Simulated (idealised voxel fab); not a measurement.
The following is a process module called voxel wiring stack.
Cross-sectional view cut (width: 300 nm; square cell size: 5 nm).
A cross-section is a grid of square cells, given in bands from the top down. A band is one or more rows of cells.
This entry defines a band. It first specifies the height of the band's top and the height of its bottom in nm, and then specifies the band's materials from left to right, stating each material with its width in nm. The word "full width" identifies a single material that fills the band from edge to edge, while the word "blank" identifies empty space.
Beneath 0, the wafer as received is one material, and that level is where height counting begins. The lowest band goes on downward without a bottom; it is written like "from 0 down".
A two-number width, for instance "30->40", indicates that the width is equal to the first number in the top row of the band and to the second number in the bottom row, and that it changes by a constant amount per row of cells.
For the purposes of this document, the phrase "all unchanged" attached to a step denotes that no cell within the cross-section was modified by that step.
Look at "Enclosed void list" for the closed voids: empty spaces with no open path to the top, sized 8 cells or up. Each is width x height at distance, distance from the left edge, all nm.
Where a step's line continues beyond its settings, the continuation is a remark by the simulator itself on that step.
Each step line may optionally specify "overlay nm", which for a step with a mask gives the rightward distance between the mask's planned place and where it lay, a negative value indicating the leftward direction.
### Steps planned for the process
1) RECEIVE with material Si
2) CONFORMAL_DEP with material SiO2, thk nm 15
3) DIRECTIONAL_DEP with material TiN, thk nm 5
4) DIRECTIONAL_DEP with material W, thk nm 25
5) DIRECTIONAL_DEP with material aC, thk nm 15
6) PATTERN with tone cover, mask id METAL_1, material resist, width nm 30, pitch nm 50, thk nm 35, overlay nm 0
7) DIRECTIONAL_ETCH with etch materials aC, depth nm 15
8) STRIP with etch materials resist
9) DIRECTIONAL_ETCH with etch materials W, depth nm 25
10) DIRECTIONAL_ETCH with etch materials TiN, depth nm 5
11) STRIP with etch materials aC
12) CONFORMAL_DEP with material SiCN, thk nm 5
13) FILL_DEP with material lowk, thk nm 10
14) CMP with height nm 45
15) CONFORMAL_DEP with material SiCN, thk nm 5
16) DIRECTIONAL_DEP with material SiO2, thk nm 15
17) DIRECTIONAL_DEP with material aC, thk nm 10
18) PATTERN with tone open, mask id PLUG_1, material resist, width nm 15, pitch nm 50, thk nm 30, overlay nm 0
19) DIRECTIONAL_ETCH with etch materials aC, depth nm 10
20) STRIP with etch materials resist
21) DIRECTIONAL_ETCH with etch materials SiO2, depth nm 15
22) DIRECTIONAL_ETCH with etch materials SiCN, depth nm 5
23) STRIP with etch materials aC
24) EPI with material Ru, thk nm 10
25) EPI with material Ru, thk nm 10
26) DIRECTIONAL_DEP with material TiN, thk nm 5
27) DIRECTIONAL_DEP with material Ru, thk nm 15
28) PATTERN with tone cover, mask id METAL_2, material resist, width nm 30, pitch nm 50, thk nm 15, overlay nm 0
29) DIRECTIONAL_ETCH with etch materials Ru, depth nm 15
30) DIRECTIONAL_ETCH with etch materials TiN, depth nm 5
31) STRIP with etch materials resist
32) CONFORMAL_DEP with material SiN, thk nm 5
33) FILL_DEP with material lowk, thk nm 10
34) CMP with height nm 85
35) CONFORMAL_DEP with material SiN, thk nm 5
### The first of two wafers, run as planned
### This is the cross-section of the wafer as we received it, i.e. after step 1
* from 0 down | Si full width
* Enclosed void list: none
### Upon completion of step 2, the wafer appears in cross-section as shown
* from 15 to 0 | SiO2 full width
* Lower than 0, everything is as it was.
### Upon completion of step 3, the wafer appears in cross-section as shown
* from 20 to 15 | TiN full width
* Lower than 15, everything is as it was.
### Upon completion of step 4, the wafer appears in cross-section as shown
* from 45 to 20 | W full width
* Lower than 20, everything is as it was.
### Upon completion of step 5, the wafer appears in cross-section as shown
* from 60 to 45 | aC full width
* Lower than 45, everything is as it was.
### Upon completion of step 6, the wafer appears in cross-section as shown
* from 95 to 60 | blank 85 nm | resist 30 nm | blank 20 nm | resist 30 nm | blank 20 nm | resist 30 nm | blank 85 nm
* Lower than 60, everything is as it was.
### Upon completion of step 7, the wafer appears in cross-section as shown
* from 80 to 60 | blank 85 nm | resist 30 nm | blank 20 nm | resist 30 nm | blank 20 nm | resist 30 nm | blank 85 nm
* from 60 to 45 | blank 85 nm | aC 30 nm | blank 20 nm | aC 30 nm | blank 20 nm | aC 30 nm | blank 85 nm
* Lower than 45, everything is as it was.
### Upon completion of step 8, the wafer appears in cross-section as shown
* from 60 to 45 | blank 85 nm | aC 30 nm | blank 20 nm | aC 30 nm | blank 20 nm | aC 30 nm | blank 85 nm
* Lower than 45, everything is as it was.
### Upon completion of step 9, the wafer appears in cross-section as shown
* from 60 to 45 | blank 85 nm | aC 30 nm | blank 20 nm | aC 30 nm | blank 20 nm | aC 30 nm | blank 85 nm
* from 45 to 20 | blank 85 nm | W 30 nm | blank 20 nm | W 30 nm | blank 20 nm | W 30 nm | blank 85 nm
* Lower than 20, everything is as it was.
### Upon completion of step 10, the wafer appears in cross-section as shown
* from 60 to 45 | blank 85 nm | aC 30 nm | blank 20 nm | aC 30 nm | blank 20 nm | aC 30 nm | blank 85 nm
* from 45 to 20 | blank 85 nm | W 30 nm | blank 20 nm | W 30 nm | blank 20 nm | W 30 nm | blank 85 nm
* from 20 to 15 | blank 85 nm | TiN 30 nm | blank 20 nm | TiN 30 nm | blank 20 nm | TiN 30 nm | blank 85 nm
* Lower than 15, everything is as it was.
### Upon completion of step 11, the wafer appears in cross-section as shown
* from 45 to 20 | blank 85 nm | W 30 nm | blank 20 nm | W 30 nm | blank 20 nm | W 30 nm | blank 85 nm
* Lower than 20, everything is as it was.
### Upon completion of step 12, the wafer appears in cross-section as shown
* from 50 to 45 | blank 80 nm | SiCN 40 nm | blank 10 nm | SiCN 40 nm | blank 10 nm | SiCN 40 nm | blank 80 nm
* from 45 to 20 | blank 80 nm | SiCN 5 nm | W 30 nm | SiCN 5 nm | blank 10 nm | SiCN 5 nm | W 30 nm | SiCN 5 nm | blank 10 nm | SiCN 5 nm | W 30 nm | SiCN 5 nm | blank 80 nm
* from 20 to 15 | SiCN 85 nm | TiN 30 nm | SiCN 20 nm | TiN 30 nm | SiCN 20 nm | TiN 30 nm | SiCN 85 nm
* Lower than 15, everything is as it was.
### Upon completion of step 13, the wafer appears in cross-section as shown
* from 60 to 50 | lowk full width
* from 50 to 45 | lowk 80 nm | SiCN 40 nm | lowk 10 nm | SiCN 40 nm | lowk 10 nm | SiCN 40 nm | lowk 80 nm
* from 45 to 20 | lowk 80 nm | SiCN 5 nm | W 30 nm | SiCN 5 nm | lowk 10 nm | SiCN 5 nm | W 30 nm | SiCN 5 nm | lowk 10 nm | SiCN 5 nm | W 30 nm | SiCN 5 nm | lowk 80 nm
* Lower than 20, everything is as it was.
### Upon completion of step 14, the wafer appears in cross-section as shown
* from 45 to 20 | lowk 80 nm | SiCN 5 nm | W 30 nm | SiCN 5 nm | lowk 10 nm | SiCN 5 nm | W 30 nm | SiCN 5 nm | lowk 10 nm | SiCN 5 nm | W 30 nm | SiCN 5 nm | lowk 80 nm
* Lower than 20, everything is as it was.
### Upon completion of step 15, the wafer appears in cross-section as shown
* from 50 to 45 | SiCN full width
* Lower than 45, everything is as it was.
### Upon completion of step 16, the wafer appears in cross-section as shown
* from 65 to 50 | SiO2 full width
* Lower than 50, everything is as it was.
### Upon completion of step 17, the wafer appears in cross-section as shown
* from 75 to 65 | aC full width
* Lower than 65, everything is as it was.
### Upon completion of step 18, the wafer appears in cross-section as shown
* from 105 to 75 | resist 85 nm | blank 15 nm | resist 35 nm | blank 15 nm | resist 35 nm | blank 15 nm | resist 100 nm
* Lower than 75, everything is as it was.
### Upon completion of step 19, the wafer appears in cross-section as shown
* from 95 to 75 | resist 85 nm | blank 15 nm | resist 35 nm | blank 15 nm | resist 35 nm | blank 15 nm | resist 100 nm
* from 75 to 65 | aC 85 nm | blank 15 nm | aC 35 nm | blank 15 nm | aC 35 nm | blank 15 nm | aC 100 nm
* Lower than 65, everything is as it was.
### Upon completion of step 20, the wafer appears in cross-section as shown
* from 75 to 65 | aC 85 nm | blank 15 nm | aC 35 nm | blank 15 nm | aC 35 nm | blank 15 nm | aC 100 nm
* Lower than 65, everything is as it was.
### Upon completion of step 21, the wafer appears in cross-section as shown
* from 75 to 65 | aC 85 nm | blank 15 nm | aC 35 nm | blank 15 nm | aC 35 nm | blank 15 nm | aC 100 nm
* from 65 to 50 | SiO2 85 nm | blank 15 nm | SiO2 35 nm | blank 15 nm | SiO2 35 nm | blank 15 nm | SiO2 100 nm
* Lower than 50, everything is as it was.
### Upon completion of step 22, the wafer appears in cross-section as shown
* from 75 to 65 | aC 85 nm | blank 15 nm | aC 35 nm | blank 15 nm | aC 35 nm | blank 15 nm | aC 100 nm
* from 65 to 50 | SiO2 85 nm | blank 15 nm | SiO2 35 nm | blank 15 nm | SiO2 35 nm | blank 15 nm | SiO2 100 nm
* from 50 to 45 | SiCN 85 nm | blank 15 nm | SiCN 35 nm | blank 15 nm | SiCN 35 nm | blank 15 nm | SiCN 100 nm
* Lower than 45, everything is as it was.
### Upon completion of step 23, the wafer appears in cross-section as shown
* from 65 to 50 | SiO2 85 nm | blank 15 nm | SiO2 35 nm | blank 15 nm | SiO2 35 nm | blank 15 nm | SiO2 100 nm
* Lower than 50, everything is as it was.
### Upon completion of step 24, the wafer appears in cross-section as shown
* from 65 to 55 | SiO2 85 nm | blank 15 nm | SiO2 35 nm | blank 15 nm | SiO2 35 nm | blank 15 nm | SiO2 100 nm
* from 55 to 50 | SiO2 85 nm | Ru 15 nm | SiO2 35 nm | Ru 15 nm | SiO2 35 nm | Ru 15 nm | SiO2 100 nm
* from 50 to 45 | SiCN 85 nm | Ru 15 nm | SiCN 35 nm | Ru 15 nm | SiCN 35 nm | Ru 15 nm | SiCN 100 nm
* Lower than 45, everything is as it was.
### Upon completion of step 25, the wafer appears in cross-section as shown
* from 65 to 50 | SiO2 85 nm | Ru 15 nm | SiO2 35 nm | Ru 15 nm | SiO2 35 nm | Ru 15 nm | SiO2 100 nm
* Lower than 50, everything is as it was.
### Upon completion of step 26, the wafer appears in cross-section as shown
* from 70 to 65 | TiN full width
* Lower than 65, everything is as it was.
### Upon completion of step 27, the wafer appears in cross-section as shown
* from 85 to 70 | Ru full width
* Lower than 70, everything is as it was.
### Upon completion of step 28, the wafer appears in cross-section as shown
* from 100 to 85 | blank 85 nm | resist 30 nm | blank 20 nm | resist 30 nm | blank 20 nm | resist 30 nm | blank 85 nm
* Lower than 85, everything is as it was.
### Upon completion of step 29, the wafer appears in cross-section as shown
* from 100 to 85 | blank 85 nm | resist 30 nm | blank 20 nm | resist 30 nm | blank 20 nm | resist 30 nm | blank 85 nm
* from 85 to 70 | blank 85 nm | Ru 30 nm | blank 20 nm | Ru 30 nm | blank 20 nm | Ru 30 nm | blank 85 nm
* Lower than 70, everything is as it was.
### Upon completion of step 30, the wafer appears in cross-section as shown
* from 100 to 85 | blank 85 nm | resist 30 nm | blank 20 nm | resist 30 nm | blank 20 nm | resist 30 nm | blank 85 nm
* from 85 to 70 | blank 85 nm | Ru 30 nm | blank 20 nm | Ru 30 nm | blank 20 nm | Ru 30 nm | blank 85 nm
* from 70 to 65 | blank 85 nm | TiN 30 nm | blank 20 nm | TiN 30 nm | blank 20 nm | TiN 30 nm | blank 85 nm
* Lower than 65, everything is as it was.
### Upon completion of step 31, the wafer appears in cross-section as shown
* from 85 to 70 | blank 85 nm | Ru 30 nm | blank 20 nm | Ru 30 nm | blank 20 nm | Ru 30 nm | blank 85 nm
* Lower than 70, everything is as it was.
### Upon completion of step 32, the wafer appears in cross-section as shown
* from 90 to 85 | blank 80 nm | SiN 40 nm | blank 10 nm | SiN 40 nm | blank 10 nm | SiN 40 nm | blank 80 nm
* from 85 to 70 | blank 80 nm | SiN 5 nm | Ru 30 nm | SiN 5 nm | blank 10 nm | SiN 5 nm | Ru 30 nm | SiN 5 nm | blank 10 nm | SiN 5 nm | Ru 30 nm | SiN 5 nm | blank 80 nm
* from 70 to 65 | SiN 85 nm | TiN 30 nm | SiN 20 nm | TiN 30 nm | SiN 20 nm | TiN 30 nm | SiN 85 nm
* Lower than 65, everything is as it was.
### Upon completion of step 33, the wafer appears in cross-section as shown
* from 100 to 90 | lowk full width
* from 90 to 85 | lowk 80 nm | SiN 40 nm | lowk 10 nm | SiN 40 nm | lowk 10 nm | SiN 40 nm | lowk 80 nm
* from 85 to 70 | lowk 80 nm | SiN 5 nm | Ru 30 nm | SiN 5 nm | lowk 10 nm | SiN 5 nm | Ru 30 nm | SiN 5 nm | lowk 10 nm | SiN 5 nm | Ru 30 nm | SiN 5 nm | lowk 80 nm
* Lower than 70, everything is as it was.
### Upon completion of step 34, the wafer appears in cross-section as shown
* from 85 to 70 | lowk 80 nm | SiN 5 nm | Ru 30 nm | SiN 5 nm | lowk 10 nm | SiN 5 nm | Ru 30 nm | SiN 5 nm | lowk 10 nm | SiN 5 nm | Ru 30 nm | SiN 5 nm | lowk 80 nm
* Lower than 70, everything is as it was.
### Upon completion of step 35, the wafer appears in cross-section as shown
* from 90 to 85 | SiN full width
* Lower than 85, everything is as it was.
### Second Wafer (Identical Start and Plan, One Processing Error; Matches First Wafer Through Step 34)
### Cross-section of the second wafer when, according to plan, step 35 should have finished
* from 90 to 85 | TiN full width
* Lower than 85, everything is as it was.
Processing error: step 35 ran as: CONFORMAL_DEP with material TiN, thk nm 5
Upon completion, the second wafer contains, in terms of cells, a greater or smaller amount of certain materials than the first wafer: 60 fewer of SiN; 60 more of TiN
